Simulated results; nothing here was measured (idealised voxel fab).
process module | voxel fin reveal
cross-section cut | 210 nm wide | cells 5 nm
A cross-section is a grid of square cells, given in bands from the top down. A band is one or more rows of cells.
Each band's line starts with the height of the band's top and of its bottom, in nm. Then come its materials from left to right, each with its width in nm. One material with "throughout" fills the band from edge to edge. "air" is empty space.
Height 0 is the level under which the wafer as received is all one material. The lowest band goes on downwards, as in "0 down".
A width such as "30 to 40" changes by the same amount from each row of cells to the next, from the band's top row to its bottom row.
"no change" after a step means that no cell of the cross-section changed.
closed voids: empty space of 8 cells or more with no open way to the top, each as width x height at its distance from the left edge, in nm
after a step's settings: what the simulator itself notes on the step
overlay nm, on a step with a mask: how far to the right of its planned place the mask lay; to the left if negative
plan
1 op RECEIVE | material Si
2 op CONFORMAL_DEP | material SiN | thk nm 5
3 op PATTERN | tone cover | mask id FINS | material resist | width nm 15 | pitch nm 45 | thk nm 15 | overlay nm 0
4 op DIRECTIONAL_ETCH | etch materials SiN | depth nm 5
5 op DIRECTIONAL_ETCH | etch materials Si | depth nm 35
6 op STRIP | etch materials resist
7 op FILL_DEP | material SiO2 | thk nm 15
8 op CMP | height nm 5
9 op SELECTIVE_ETCH | etch materials SiO2 | depth nm 30
10 op STRIP | etch materials SiN
11 op CONFORMAL_DEP | material HfO2 | thk nm 5
varied across the wafers: thk nm of step 2. The plan shows the first wafer's value. All wafers start alike
first wafer as received, after step 1
  0 down: Si throughout
  closed voids: none
first wafer at the end, after step 11
  5 to 0: air 45 | HfO2 25 | air 20 | HfO2 25 | air 20 | HfO2 25 | air 50
  0 to -20: air 45 | HfO2 5 | Si 15 | HfO2 5 | air 20 | HfO2 5 | Si 15 | HfO2 5 | air 20 | HfO2 5 | Si 15 | HfO2 5 | air 50
  -20 to -25: HfO2 50 | Si 15 | HfO2 30 | Si 15 | HfO2 30 | Si 15 | HfO2 55
  -25 to -35: SiO2 50 | Si 15 | SiO2 30 | Si 15 | SiO2 30 | Si 15 | SiO2 55
  -35 down: Si throughout
  closed voids: none
last wafer at the end
  5 to 0: HfO2 throughout
  0 down: Si throughout
  closed voids: none
each wafer at the end: cells of each material gained (+) or lost (-) since it was received, then its closed voids
thk nm 5 | +72 HfO2 | -231 Si | +66 SiO2 | closed voids: none
thk nm 10 | +42 HfO2 | closed voids: none
thk nm 15 | +42 HfO2 | closed voids: none
thk nm 20 | +42 HfO2 | closed voids: none
